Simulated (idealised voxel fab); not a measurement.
A process module follows: voxel wiring stack.
We display cut, a cross-section 180 nm in width whose square cells are each 5 nm.
In this document a cross-section is written as a grid of square cells. It is given as a series of bands, listed from the top down, and a band is one or more rows of cells.
The band entry comprises the height of the band's top followed by the height of its bottom, expressed in nm, and subsequently the band's materials from left to right, each stated together with its width in nm. Where a single material is marked with the word "all across", that material fills the band from edge to edge. The word "blank" represents empty space.
The level at which height equals 0 is the one under which the wafer, as it arrives, is entirely one material. No lower edge exists for the bottom band, which continues downward and is notated as in "top 0, no bottom".
Width spec "30..40" -> top row of cells at first value, bottom row at second value, equal per-row change in between.
A step reported as "nothing different" is a step in which no cell of the cross-section changed.
Under "Closed void register" you'll find the enclosed gaps, the ones with no way out to the top, that are 8 cells or bigger; each reads width x height at distance, with distance counted from the left edge, everything in nm.
after a step's settings: what the simulator itself notes on the step
A step line may carry the setting "overlay nm", which, for steps involving a mask, states the distance by which the mask lay to the right of its intended position; negative values denote displacement to the left.

List of planned process steps:
1) RECEIVE [material Si]
2) CONFORMAL_DEP [material SiO2] [thk nm 10]
3) CONFORMAL_DEP [material SiN] [thk nm 5]
4) DIRECTIONAL_DEP [material SiO2] [thk nm 25]
5) PATTERN [tone open] [mask id METAL_1] [material resist] [width nm 30] [pitch nm 60] [thk nm 20] [overlay nm 0]
6) DIRECTIONAL_ETCH [etch materials SiO2] [depth nm 25]
7) DIRECTIONAL_ETCH [etch materials SiN] [depth nm 5]
8) STRIP [etch materials resist]
9) CONFORMAL_DEP [material TiN] [thk nm 5]
10) FILL_DEP [material W] [thk nm 5]
11) CMP [height nm 40]
12) CONFORMAL_DEP [material SiCN] [thk nm 5]
13) DIRECTIONAL_DEP [material SiO2] [thk nm 10]
14) MASKED_ETCH [tone open] [mask id PLUG_1] [width nm 15] [etch materials SiO2] [depth nm 10] [overlay nm 0]
15) MASKED_ETCH [tone open] [mask id PLUG_1] [width nm 15] [etch materials SiCN] [depth nm 5] [overlay nm 0]
16) CONFORMAL_DEP [material TiN] [thk nm 5]
17) FILL_DEP [material Cu] [thk nm 5]
18) CMP [height nm 55]
19) DIRECTIONAL_DEP [material TiN] [thk nm 5]
20) DIRECTIONAL_DEP [material Ru] [thk nm 25]
21) PATTERN [tone cover] [mask id METAL_2] [material resist] [width nm 30] [pitch nm 60] [thk nm 15] [overlay nm 0]
22) DIRECTIONAL_ETCH [etch materials Ru] [depth nm 25]
23) DIRECTIONAL_ETCH [etch materials TiN] [depth nm 5]
24) STRIP [etch materials resist]
25) CONFORMAL_DEP [material SiCN] [thk nm 5]
26) FILL_DEP [material SiO2] [thk nm 10]
27) CMP [height nm 85]
28) CONFORMAL_DEP [material SiCN] [thk nm 5]
29) DIRECTIONAL_DEP [material SiO2] [thk nm 30]
30) DIRECTIONAL_DEP [material aC] [thk nm 10]
31) PATTERN [tone open] [mask id METAL_3_HOLES] [material resist] [width nm 15] [pitch nm 60] [thk nm 30] [overlay nm 0]
32) DIRECTIONAL_ETCH [etch materials aC] [depth nm 10]
33) STRIP [etch materials resist]
34) DIRECTIONAL_ETCH [etch materials SiO2] [depth nm 30]
35) STRIP [etch materials aC]
36) PATTERN [tone open] [mask id METAL_3] [material resist] [width nm 20] [pitch nm 60] [thk nm 15] [overlay nm 0]
37) DIRECTIONAL_ETCH [etch materials SiO2] [depth nm 20]
38) DIRECTIONAL_ETCH [etch materials SiCN] [depth nm 5]
39) STRIP [etch materials resist]
40) CONFORMAL_DEP [material TiN] [thk nm 5]
41) FILL_DEP [material Cu] [thk nm 10]
42) CMP [height nm 120]
43) CONFORMAL_DEP [material SiN] [thk nm 5]
All wafers enter the flow in the same state. The width nm at step 36 differs from wafer to wafer, and the plan gives the value for the first wafer.

Cross-sectional view of the first of several wafers in the as-received condition, corresponding to the state following step 1:
  top 0, no bottom = Si all across
  Closed void register: none

End of module, by wafer: material-by-material cell gain (+) or loss (-) since receipt, then closed voids:
width nm 20 | +24 Cu | +60 Ru | +109 SiCN | +60 SiN | +522 SiO2 | +85 TiN | +40 W | Closed void register: none
width nm 25 | +30 Cu | +60 Ru | +109 SiCN | +60 SiN | +514 SiO2 | +87 TiN | +40 W | Closed void register: none
width nm 30 | +32 Cu | +60 Ru | +107 SiCN | +60 SiN | +514 SiO2 | +87 TiN | +40 W | Closed void register: none
width nm 35 | +38 Cu | +60 Ru | +107 SiCN | +60 SiN | +506 SiO2 | +89 TiN | +40 W | Closed void register: none
width nm 40 | +44 Cu | +60 Ru | +107 SiCN | +60 SiN | +498 SiO2 | +91 TiN | +40 W | Closed void register: none
width nm 45 | +50 Cu | +60 Ru | +107 SiCN | +60 SiN | +490 SiO2 | +93 TiN | +40 W | Closed void register: none
